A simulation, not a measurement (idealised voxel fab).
process module | voxel local oxidation
cross-section cut | 210 nm wide | cells 5 nm
A cross-section is a grid of square cells, given in bands from the top down. A band is one or more rows of cells.
Each band's line starts with the height of the band's top and of its bottom, in nm. Then come its materials from left to right, each with its width in nm. One material with "throughout" fills the band from edge to edge. "air" is empty space.
Height 0 is the level under which the wafer as received is all one material. The lowest band goes on downwards, as in "0 down".
A width such as "30 to 40" changes by the same amount from each row of cells to the next, from the band's top row to its bottom row.
"no change" after a step means that no cell of the cross-section changed.
closed voids: empty space of 8 cells or more with no open way to the top, each as width x height at its distance from the left edge, in nm
after a step's settings: what the simulator itself notes on the step
overlay nm, on a step with a mask: how far to the right of its planned place the mask lay; to the left if negative
plan
1 op RECEIVE | material Si
2 op OXIDIZE | depth nm 5
3 op CONFORMAL_DEP | material SiN | thk nm 15
4 op MASKED_ETCH | tone cover | mask id ACTIVE | width nm 110 | etch materials SiN | depth nm 15 | overlay nm 0
5 op SELECTIVE_ETCH | etch materials SiO2 | depth nm 5
6 op OXIDIZE | depth nm 15
7 op STRIP | etch materials SiN
as received, after step 1
  0 down: Si throughout
  closed voids: none
first wafer at the end, as planned
  0 to -5: air 55 | SiO2 100 | air 55
  -5 to -20: SiO2 70 | Si 70 | SiO2 70
  -20 down: Si throughout
  closed voids: none
second wafer at the end: like start, like plan, one mistake
  0 to -5: air 50 | SiO2 100 | air 60
  -5 to -20: SiO2 65 | Si 70 | SiO2 75
  -20 down: Si throughout
  closed voids: none
what went wrong: step 4 ran as: op MASKED_ETCH | tone cover | mask id ACTIVE | width nm 110 | etch materials SiN | depth nm 15 | overlay nm -5
at the end the second wafer has, in cells: as many of each material as the first, in other places
